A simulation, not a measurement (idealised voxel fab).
Documented hereafter: the process module known as voxel self aligned contacts.
Section shown: cut. Width: 245 nm. Cell size: 5 nm, square.
This document writes a cross-section as a grid whose cells are square, and gives it as bands, listed from the top down; one or more rows of cells form a band.
Look at the band entry: it leads with the top's height and the bottom's height in nm. Then it lists the materials left to right, with a width in nm for each. The word "all across" on a single material says that material fills the band edge to edge. The word "empty" is empty space.
Convention: height 0 is the level below which the wafer, as received, is all one material. The lowest band does not terminate at the bottom but continues downward, represented as "top 0, no bottom".
Think of "30 to 40" as a width that walks from the first number to the second as you go down the band, top row to bottom row, taking equal-sized steps from row to row.
For the purposes of this document, the phrase "nothing altered" attached to a step denotes that no cell within the cross-section was modified by that step.
"Internal closed voids" enumerates empty spaces isolated from the top, with no open way to it, that contain at least 8 cells, giving each as width x height at distance from the left edge, all three in nm.
Formally, on a step line, whatever follows the settings is a remark that the simulator itself makes on the step.
overlay nm: on a step with a mask, how far right of its planned place the mask lay; negative means left.

Planned process steps:
1: RECEIVE with material Si
2: CONFORMAL_DEP with material SiO2, thk nm 5
3: DIRECTIONAL_DEP with material polySi, thk nm 20
4: DIRECTIONAL_DEP with material SiN, thk nm 20
5: PATTERN with tone cover, mask id GATE, material resist, width nm 35, pitch nm 70, thk nm 20, overlay nm 0
6: DIRECTIONAL_ETCH with etch materials SiN, depth nm 20
7: DIRECTIONAL_ETCH with etch materials polySi, depth nm 20
8: STRIP with etch materials resist
9: CONFORMAL_DEP with material SiN, thk nm 5
10: DIRECTIONAL_ETCH with etch materials SiN, depth nm 5
11: FILL_DEP with material SiO2, thk nm 10
12: CMP with height nm 50
13: DIRECTIONAL_DEP with material aC, thk nm 15
14: PATTERN with tone open, mask id CONTACT, material resist, width nm 45, pitch nm 70, thk nm 35, overlay nm 0
15: DIRECTIONAL_ETCH with etch materials aC, depth nm 15
16: STRIP with etch materials resist
17: DIRECTIONAL_ETCH with etch materials SiO2, depth nm 50
18: STRIP with etch materials aC
19: CONFORMAL_DEP with material TiN, thk nm 5
20: FILL_DEP with material W, thk nm 5
21: CMP with height nm 50
22: CONFORMAL_DEP with material SiCN, thk nm 5
Keep in mind the plan's value for the thk nm of step 9 comes from the first wafer; the wafers don't share that setting, but they do share the same starting point.

Cross-sectional view of the first of several wafers in the as-received condition, corresponding to the state following step 1:
> top 0, no bottom: Si all across
> Internal closed voids: none

Every row in this table is a wafer at the end of the module, and it gives, for each of the materials, the cells that wafer has gained (+) or lost (-) since it was received, then its closed voids:
thk nm 5; +49 SiCN; +132 SiN; +166 SiO2; +54 TiN; +54 W; +84 polySi; Internal closed voids: none
thk nm 10; +49 SiCN; +229 SiN; +129 SiO2; +34 TiN; +14 W; +84 polySi; Internal closed voids: none
thk nm 15; +49 SiCN; +287 SiN; +105 SiO2; +14 TiN; +84 polySi; Internal closed voids: none
thk nm 20; +49 SiCN; +321 SiN; +85 SiO2; +84 polySi; Internal closed voids: none
